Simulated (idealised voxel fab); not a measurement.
Process module in this document: voxel trench capacitor
Each square cell in cross-section cut measures 5 nm, and the section as a whole is 165 nm wide.
Notation: cross-section as square-cell grid; stated in bands, top first, going down; one or more cell rows per band.
Band entry format. Leading values: height of top, height of bottom, nm. Remainder: materials in left-to-right order, each with its width in nm. Special words: "edge to edge" on a single material, which then fills the band edge to edge; "empty", empty space.
Where do heights start? At 0: under that level the wafer as delivered is made of one material only. And the lowest band has no floor; it just carries on downward, as in "0 -> down".
A two-number width, for instance "30 to 40", indicates that the width is equal to the first number in the top row of the band and to the second number in the bottom row, and that it changes by a constant amount per row of cells.
"no alteration" for a step: no cell of the cross-section changed in that step.
Entry "Sealed-off cavities" = empty spaces >= 8 cells with no open way to the top; each as width x height at distance, distance from left edge, all nm.
It should be noted that, on the line of a given step, the content following the step's settings is a remark produced by the simulator itself with respect to that step.
A step's line can hold "overlay nm"; with a mask on that step, the setting says how far right of the planned place the mask lay, while a negative setting says it lay to the left.
So here's the lineup of process steps we planned
1: RECEIVE [material Si]
2: CONFORMAL_DEP [material SiN] [thk nm 10]
3: MASKED_ETCH [tone open] [mask id TRENCH] [width nm 30] [pitch nm 50] [etch materials SiN] [depth nm 10] [overlay nm 0]
4: MASKED_ETCH [tone open] [mask id TRENCH] [width nm 30] [pitch nm 50] [etch materials Si] [depth nm 25] [overlay nm 0]
5: CONFORMAL_DEP [material Al2O3] [thk nm 5]
6: CONFORMAL_DEP [material TiN] [thk nm 5]
7: FILL_DEP [material W] [thk nm 10]
8: CMP [height nm 10]
The following pertains to the first of two wafers, which was processed as planned
As-received wafer cross-section (after step 1)
- 0 -> down | Si edge to edge
- Sealed-off cavities: none
The wafer in cross-section once step 2 is complete
- 10 -> 0 | SiN edge to edge
- Anything lower than 0 is untouched.
The wafer in cross-section once step 3 is complete
- 10 -> 0 | SiN 15, empty 30, SiN 20, empty 30, SiN 20, empty 30, SiN 20
- Anything lower than 0 is untouched.
The wafer in cross-section once step 4 is complete
- 10 -> 0 | SiN 15, empty 30, SiN 20, empty 30, SiN 20, empty 30, SiN 20
- 0 -> -25 | Si 15, empty 30, Si 20, empty 30, Si 20, empty 30, Si 20
- Anything lower than -25 is untouched.
The wafer in cross-section once step 5 is complete
- 15 -> 10 | Al2O3 20, empty 20, Al2O3 30, empty 20, Al2O3 30, empty 20, Al2O3 25
- 10 -> 0 | SiN 15, Al2O3 5, empty 20, Al2O3 5, SiN 20, Al2O3 5, empty 20, Al2O3 5, SiN 20, Al2O3 5, empty 20, Al2O3 5, SiN 20
- 0 -> -20 | Si 15, Al2O3 5, empty 20, Al2O3 5, Si 20, Al2O3 5, empty 20, Al2O3 5, Si 20, Al2O3 5, empty 20, Al2O3 5, Si 20
- -20 -> -25 | Si 15, Al2O3 30, Si 20, Al2O3 30, Si 20, Al2O3 30, Si 20
- Anything lower than -25 is untouched.
The wafer in cross-section once step 6 is complete
- 20 -> 15 | TiN 25, empty 10, TiN 40, empty 10, TiN 40, empty 10, TiN 30
- 15 -> 10 | Al2O3 20, TiN 5, empty 10, TiN 5, Al2O3 30, TiN 5, empty 10, TiN 5, Al2O3 30, TiN 5, empty 10, TiN 5, Al2O3 25
- 10 -> 0 | SiN 15, Al2O3 5, TiN 5, empty 10, TiN 5, Al2O3 5, SiN 20, Al2O3 5, TiN 5, empty 10, TiN 5, Al2O3 5, SiN 20, Al2O3 5, TiN 5, empty 10, TiN 5, Al2O3 5, SiN 20
- 0 -> -15 | Si 15, Al2O3 5, TiN 5, empty 10, TiN 5, Al2O3 5, Si 20, Al2O3 5, TiN 5, empty 10, TiN 5, Al2O3 5, Si 20, Al2O3 5, TiN 5, empty 10, TiN 5, Al2O3 5, Si 20
- -15 -> -20 | Si 15, Al2O3 5, TiN 20, Al2O3 5, Si 20, Al2O3 5, TiN 20, Al2O3 5, Si 20, Al2O3 5, TiN 20, Al2O3 5, Si 20
- Anything lower than -20 is untouched.
The wafer in cross-section once step 7 is complete
- 30 -> 20 | W edge to edge
- 20 -> 15 | TiN 25, W 10, TiN 40, W 10, TiN 40, W 10, TiN 30
- 15 -> 10 | Al2O3 20, TiN 5, W 10, TiN 5, Al2O3 30, TiN 5, W 10, TiN 5, Al2O3 30, TiN 5, W 10, TiN 5, Al2O3 25
- 10 -> 0 | SiN 15, Al2O3 5, TiN 5, W 10, TiN 5, Al2O3 5, SiN 20, Al2O3 5, TiN 5, W 10, TiN 5, Al2O3 5, SiN 20, Al2O3 5, TiN 5, W 10, TiN 5, Al2O3 5, SiN 20
- 0 -> -15 | Si 15, Al2O3 5, TiN 5, W 10, TiN 5, Al2O3 5, Si 20, Al2O3 5, TiN 5, W 10, TiN 5, Al2O3 5, Si 20, Al2O3 5, TiN 5, W 10, TiN 5, Al2O3 5, Si 20
- Anything lower than -15 is untouched.
The wafer in cross-section once step 8 is complete
- 10 -> 0 | SiN 15, Al2O3 5, TiN 5, W 10, TiN 5, Al2O3 5, SiN 20, Al2O3 5, TiN 5, W 10, TiN 5, Al2O3 5, SiN 20, Al2O3 5, TiN 5, W 10, TiN 5, Al2O3 5, SiN 20
- Anything lower than 0 is untouched.
The second wafer was prepared from the same starting point and under the same plan as the first; its processing contained one mistake, and it remains indistinguishable from the first wafer up to and including step 4
The second wafer in cross-section, at the planned close of step 5
- 15 -> 10 | TiN 20, empty 20, TiN 30, empty 20, TiN 30, empty 20, TiN 25
- 10 -> 0 | SiN 15, TiN 5, empty 20, TiN 5, SiN 20, TiN 5, empty 20, TiN 5, SiN 20, TiN 5, empty 20, TiN 5, SiN 20
- 0 -> -20 | Si 15, TiN 5, empty 20, TiN 5, Si 20, TiN 5, empty 20, TiN 5, Si 20, TiN 5, empty 20, TiN 5, Si 20
- -20 -> -25 | Si 15, TiN 30, Si 20, TiN 30, Si 20, TiN 30, Si 20
- Anything lower than -25 is untouched.
The second wafer in cross-section, at the planned close of step 6
- 20 -> 15 | Al2O3 25, empty 10, Al2O3 40, empty 10, Al2O3 40, empty 10, Al2O3 30
- 15 -> 10 | TiN 20, Al2O3 5, empty 10, Al2O3 5, TiN 30, Al2O3 5, empty 10, Al2O3 5, TiN 30, Al2O3 5, empty 10, Al2O3 5, TiN 25
- 10 -> 0 | SiN 15, TiN 5, Al2O3 5, empty 10, Al2O3 5, TiN 5, SiN 20, TiN 5, Al2O3 5, empty 10, Al2O3 5, TiN 5, SiN 20, TiN 5, Al2O3 5, empty 10, Al2O3 5, TiN 5, SiN 20
- 0 -> -15 | Si 15, TiN 5, Al2O3 5, empty 10, Al2O3 5, TiN 5, Si 20, TiN 5, Al2O3 5, empty 10, Al2O3 5, TiN 5, Si 20, TiN 5, Al2O3 5, empty 10, Al2O3 5, TiN 5, Si 20
- -15 -> -20 | Si 15, TiN 5, Al2O3 20, TiN 5, Si 20, TiN 5, Al2O3 20, TiN 5, Si 20, TiN 5, Al2O3 20, TiN 5, Si 20
- Anything lower than -20 is untouched.
The second wafer in cross-section, at the planned close of step 7
- 30 -> 20 | W edge to edge
- 20 -> 15 | Al2O3 25, W 10, Al2O3 40, W 10, Al2O3 40, W 10, Al2O3 30
- 15 -> 10 | TiN 20, Al2O3 5, W 10, Al2O3 5, TiN 30, Al2O3 5, W 10, Al2O3 5, TiN 30, Al2O3 5, W 10, Al2O3 5, TiN 25
- 10 -> 0 | SiN 15, TiN 5, Al2O3 5, W 10, Al2O3 5, TiN 5, SiN 20, TiN 5, Al2O3 5, W 10, Al2O3 5, TiN 5, SiN 20, TiN 5, Al2O3 5, W 10, Al2O3 5, TiN 5, SiN 20
- 0 -> -15 | Si 15, TiN 5, Al2O3 5, W 10, Al2O3 5, TiN 5, Si 20, TiN 5, Al2O3 5, W 10, Al2O3 5, TiN 5, Si 20, TiN 5, Al2O3 5, W 10, Al2O3 5, TiN 5, Si 20
- Anything lower than -15 is untouched.
The second wafer in cross-section, at the planned close of step 8
- 10 -> 0 | SiN 15, TiN 5, Al2O3 5, W 10, Al2O3 5, TiN 5, SiN 20, TiN 5, Al2O3 5, W 10, Al2O3 5, TiN 5, SiN 20, TiN 5, Al2O3 5, W 10, Al2O3 5, TiN 5, SiN 20
- Anything lower than 0 is untouched.
The plan and the run diverged here: transposition of steps 5 and 6 relative to the planned sequence
at the end the second wafer has, in cells: 12 fewer of Al2O3, 12 more of TiN
